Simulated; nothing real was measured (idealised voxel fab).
This section sets out a process module, namely voxel capacitor over wiring.
Each square cell in cross-section cut measures 5 nm, and the section as a whole is 210 nm wide.
If you're reading a cross-section in this doc, picture square cells in a grid; it comes to you as bands, top ones listed first down to the bottom, and a band can be one or more rows of cells.
First you get the band's top height and its bottom height, in nm, and then the materials it's made of, left to right, with each width in nm. If you see a single material with "all across", that one covers the band edge to edge. "blank" is empty space.
Heads up on the height convention: 0 is the point under which the incoming wafer is all one material, and the lowest band has no bottom, it just keeps going down, like "z 0 and below".
Width: "30->40" (first number = top row, second number = bottom row, same change from row to row of cells).
You'll sometimes find "nothing was modified" written for a step, and that's the way of saying that nowhere in the cross-section did a cell change during that step.
"Enclosed void listing": sealed empty spaces, 8 cells or more, no open way to top, listed width x height at distance, with distance from the left edge and width, height and distance in nm.
What comes after the settings on a step's line is commentary from the simulator itself on that step.
"overlay nm", when on a step's line for a step with a mask, measures how far to the right of its planned place the mask lay; a negative measure means to the left.
The process steps that were planned are listed below
| 1 | RECEIVE | material Si |
| 2 | CONFORMAL_DEP | material SiO2 | thk nm 15 |
| 3 | DIRECTIONAL_DEP | material TiN | thk nm 5 |
| 4 | DIRECTIONAL_DEP | material W | thk nm 25 |
| 5 | MASKED_ETCH | tone cover | mask id METAL_1 | width nm 20 | pitch nm 80 | etch materials W | depth nm 25 | overlay nm 0 |
| 6 | MASKED_ETCH | tone cover | mask id METAL_1 | width nm 20 | pitch nm 80 | etch materials TiN | depth nm 5 | overlay nm 0 |
| 7 | CONFORMAL_DEP | material SiN | thk nm 5 |
| 8 | FILL_DEP | material lowk | thk nm 5 |
| 9 | CMP | height nm 45 |
| 10 | CONFORMAL_DEP | material SiCN | thk nm 5 |
| 11 | DIRECTIONAL_DEP | material SiO2 | thk nm 10 |
| 12 | MASKED_ETCH | tone open | mask id PLUG_1 | width nm 15 | etch materials SiO2 | depth nm 10 | overlay nm 0 |
| 13 | MASKED_ETCH | tone open | mask id PLUG_1 | width nm 15 | etch materials SiCN | depth nm 5 | overlay nm 0 |
| 14 | CONFORMAL_DEP | material TiN | thk nm 5 |
| 15 | FILL_DEP | material Cu | thk nm 5 |
| 16 | CMP | height nm 60 |
| 17 | DIRECTIONAL_DEP | material TiN | thk nm 5 |
| 18 | DIRECTIONAL_DEP | material Al2O3 | thk nm 5 |
| 19 | DIRECTIONAL_DEP | material TiN | thk nm 10 |
| 20 | DIRECTIONAL_DEP | material aC | thk nm 10 |
| 21 | PATTERN | tone cover | mask id UPPER_PLATE | material resist | width nm 65 | thk nm 25 | overlay nm 0 |
| 22 | DIRECTIONAL_ETCH | etch materials aC | depth nm 10 |
| 23 | STRIP | etch materials resist |
| 24 | DIRECTIONAL_ETCH | etch materials TiN | depth nm 10 |
| 25 | DIRECTIONAL_ETCH | etch materials Al2O3 | depth nm 5 |
| 26 | STRIP | etch materials aC |
| 27 | DIRECTIONAL_DEP | material aC | thk nm 10 |
| 28 | PATTERN | tone cover | mask id LOWER_PLATE | material resist | width nm 75 | thk nm 30 | overlay nm 0 |
| 29 | DIRECTIONAL_ETCH | etch materials aC | depth nm 10 |
| 30 | STRIP | etch materials resist |
| 31 | DIRECTIONAL_ETCH | etch materials TiN | depth nm 5 |
| 32 | STRIP | etch materials aC |
| 33 | FILL_DEP | material SiO2 | thk nm 20 |
| 34 | CMP | height nm 95 |
| 35 | MASKED_ETCH | tone open | mask id PLUG_2 | width nm 15 | etch materials SiO2 | depth nm 15 | overlay nm 0 |
| 36 | CONFORMAL_DEP | material TiN | thk nm 5 |
| 37 | FILL_DEP | material Ru | thk nm 5 |
| 38 | CMP | height nm 95 |
| 39 | CONFORMAL_DEP | material SiCN | thk nm 5 |
Incoming wafer, cross-sectional view, post step 1
> z 0 and below | Si all across
> Enclosed void listing: none
Here's the cross-section of the first of our two wafers at the end of the module - it ran as planned
> z 100 to 95 | SiCN all across
> z 95 to 85 | 70 of SiO2; 5 of TiN; 5 of Ru; 5 of TiN; 125 of SiO2
> z 85 to 80 | 70 of SiO2; 15 of TiN; 125 of SiO2
> z 80 to 70 | 60 of SiO2; 65 of TiN; 85 of SiO2
> z 70 to 65 | 60 of SiO2; 65 of Al2O3; 85 of SiO2
> z 65 to 60 | 55 of SiO2; 75 of TiN; 80 of SiO2
> z 60 to 50 | 60 of SiO2; 5 of TiN; 5 of Cu; 5 of TiN; 135 of SiO2
> z 50 to 45 | 60 of SiCN; 15 of TiN; 135 of SiCN
> z 45 to 20 | 50 of lowk; 5 of SiN; 20 of W; 5 of SiN; 50 of lowk; 5 of SiN; 20 of W; 5 of SiN; 50 of lowk
> z 20 to 15 | 55 of SiN; 20 of TiN; 60 of SiN; 20 of TiN; 55 of SiN
> z 15 to 0 | SiO2 all across
> z 0 and below | Si all across
> Enclosed void listing: none
Cross-sectional view of the second of two wafers upon completion of the module. This wafer shared its starting condition and process plan with the first; one error was made during its execution
> z 100 to 95 | SiCN all across
> z 95 to 85 | 70 of SiO2; 5 of TiN; 5 of Ru; 5 of TiN; 125 of SiO2
> z 85 to 80 | 70 of SiO2; 15 of TiN; 125 of SiO2
> z 80 to 70 | 60 of SiO2; 65 of TiN; 85 of SiO2
> z 70 to 65 | 60 of SiO2; 65 of Al2O3; 85 of SiO2
> z 65 to 60 | 55 of SiO2; 75 of TiN; 80 of SiO2
> z 60 to 50 | 60 of SiO2; 5 of TiN; 5 of Cu; 5 of TiN; 135 of SiO2
> z 50 to 45 | 60 of SiCN; 15 of TiN; 135 of SiCN
> z 45 to 35 | 50 of lowk; 5 of SiN; 20 of W; 5 of SiN; 50 of lowk; 5 of SiN; 20 of W; 5 of SiN; 50 of lowk
> z 35 to 30 | 55 of SiN; 20 of TiN; 60 of SiN; 20 of TiN; 55 of SiN
> z 30 to 0 | SiO2 all across
> z 0 and below | Si all across
> Enclosed void listing: none
It is concluded that the wafer was processed incorrectly with respect to the plan, in that step 2 of the plan was twice carried out
Cell-count delta at end, second wafer over first, by material: -12 SiN | +126 SiO2 | -24 W | -90 lowk
